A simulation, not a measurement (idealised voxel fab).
This is a process module. Its name is voxel gate over fins.
Cross-section cut spans 250 nm and uses square cells 5 nm in size.
This document writes a cross-section as a grid whose cells are square, and gives it as bands, listed from the top down; one or more rows of cells form a band.
Per band: top height and bottom height in nm, followed by the left-to-right materials and their widths in nm; "edge to edge" marks a single material spanning edge to edge, "air" marks empty space.
Basically, 0 is our baseline, since under it the wafer straight out of the box is all one material. The bottom band has no lower end and keeps on going down, so it looks like "z 0 and below".
A two-number width, for instance "30 to 40", indicates that the width is equal to the first number in the top row of the band and to the second number in the bottom row, and that it changes by a constant amount per row of cells.
Key: "remains unaltered" - step with no changed cell in the cross-section.
Any empty space of 8 cells or more lacking an open way to the top shows up in "Closed cavities" as width x height at distance, distance from the left edge, in nm.
Formally, on a step line, whatever follows the settings is a remark that the simulator itself makes on the step.
overlay nm: where the mask lay relative to plan, measured to the right, on steps with a mask; negatives go left.

[List of planned process steps]
1,RECEIVE | material Si
2,CONFORMAL_DEP | material SiN | thk nm 5
3,PATTERN | tone cover | mask id FINS | material resist | width nm 15 | pitch nm 40 | thk nm 15 | overlay nm 0
4,DIRECTIONAL_ETCH | etch materials SiN | depth nm 5
5,DIRECTIONAL_ETCH | etch materials Si | depth nm 35
6,STRIP | etch materials resist
7,FILL_DEP | material SiO2 | thk nm 15
8,CMP | height nm 5
9,SELECTIVE_ETCH | etch materials SiO2 | depth nm 15
10,STRIP | etch materials SiN
11,CONFORMAL_DEP | material HfO2 | thk nm 5
12,CONFORMAL_DEP | material TiN | thk nm 5
13,CONFORMAL_DEP | material TiAl | thk nm 5
14,CONFORMAL_DEP | material TiN | thk nm 5
15,FILL_DEP | material W | thk nm 10
16,CMP | height nm 25
17,CONFORMAL_DEP | material SiN | thk nm 10

[So this is the incoming wafer in cross-section - it's already been through step 1]
    z 0 and below  Si edge to edge
    Closed cavities: none

[Cross-section taken at module completion on the first of two wafers; processed per the plan]
    z 35 to 25  SiN edge to edge
    z 25 to 20  W edge to edge
    z 20 to 15  W 35 nm, then TiN 175 nm, then W 40 nm
    z 15 to 10  W 35 nm, then TiN 5 nm, then TiAl 165 nm, then TiN 5 nm, then W 40 nm
    z 10 to 5  TiN 40 nm, then TiAl 5 nm, then TiN 35 nm, then TiAl 5 nm, then TiN 35 nm, then TiAl 5 nm, then TiN 35 nm, then TiAl 5 nm, then TiN 35 nm, then TiAl 5 nm, then TiN 45 nm
    z 5 to 0  TiAl 45 nm, then TiN 5 nm, then HfO2 25 nm, then TiN 5 nm, then TiAl 5 nm, then TiN 5 nm, then HfO2 25 nm, then TiN 5 nm, then TiAl 5 nm, then TiN 5 nm, then HfO2 25 nm, then TiN 5 nm, then TiAl 5 nm, then TiN 5 nm, then HfO2 25 nm, then TiN 5 nm, then TiAl 50 nm
    z 0 to -5  TiN 50 nm, then HfO2 5 nm, then Si 15 nm, then HfO2 5 nm, then TiN 15 nm, then HfO2 5 nm, then Si 15 nm, then HfO2 5 nm, then TiN 15 nm, then HfO2 5 nm, then Si 15 nm, then HfO2 5 nm, then TiN 15 nm, then HfO2 5 nm, then Si 15 nm, then HfO2 5 nm, then TiN 55 nm
    z -5 to -10  HfO2 55 nm, then Si 15 nm, then HfO2 25 nm, then Si 15 nm, then HfO2 25 nm, then Si 15 nm, then HfO2 25 nm, then Si 15 nm, then HfO2 60 nm
    z -10 to -35  SiO2 55 nm, then Si 15 nm, then SiO2 25 nm, then Si 15 nm, then SiO2 25 nm, then Si 15 nm, then SiO2 25 nm, then Si 15 nm, then SiO2 60 nm
    z -35 and below  Si edge to edge
    Closed cavities: none

[What the second wafer looks like in cross-section once the module is done. Its start and its plan matched the first wafer's exactly; what differed was one mistake in how it was run]
    z 35 to 25  SiN edge to edge
    z 25 to 20  W edge to edge
    z 20 to 15  W 35 nm, then TiN 175 nm, then W 40 nm
    z 15 to 10  W 35 nm, then TiN 5 nm, then TiAl 165 nm, then TiN 5 nm, then W 40 nm
    z 10 to 5  TiN 40 nm, then TiAl 5 nm, then HfO2 35 nm, then TiAl 5 nm, then HfO2 35 nm, then TiAl 5 nm, then HfO2 35 nm, then TiAl 5 nm, then HfO2 35 nm, then TiAl 5 nm, then TiN 45 nm
    z 5 to 0  TiAl 45 nm, then HfO2 5 nm, then TiN 25 nm, then HfO2 5 nm, then TiAl 5 nm, then HfO2 5 nm, then TiN 25 nm, then HfO2 5 nm, then TiAl 5 nm, then HfO2 5 nm, then TiN 25 nm, then HfO2 5 nm, then TiAl 5 nm, then HfO2 5 nm, then TiN 25 nm, then HfO2 5 nm, then TiAl 50 nm
    z 0 to -5  HfO2 50 nm, then TiN 5 nm, then Si 15 nm, then TiN 5 nm, then HfO2 15 nm, then TiN 5 nm, then Si 15 nm, then TiN 5 nm, then HfO2 15 nm, then TiN 5 nm, then Si 15 nm, then TiN 5 nm, then HfO2 15 nm, then TiN 5 nm, then Si 15 nm, then TiN 5 nm, then HfO2 55 nm
    z -5 to -10  TiN 55 nm, then Si 15 nm, then TiN 25 nm, then Si 15 nm, then TiN 25 nm, then Si 15 nm, then TiN 25 nm, then Si 15 nm, then TiN 60 nm
    z -10 to -35  SiO2 55 nm, then Si 15 nm, then SiO2 25 nm, then Si 15 nm, then SiO2 25 nm, then Si 15 nm, then SiO2 25 nm, then Si 15 nm, then SiO2 60 nm
    z -35 and below  Si edge to edge
    Closed cavities: none
Processing error: it was found that steps 11 and 12 of the process plan had been performed in exchanged positions
End check, second vs first wafer: material counts in cells match, positions do not.
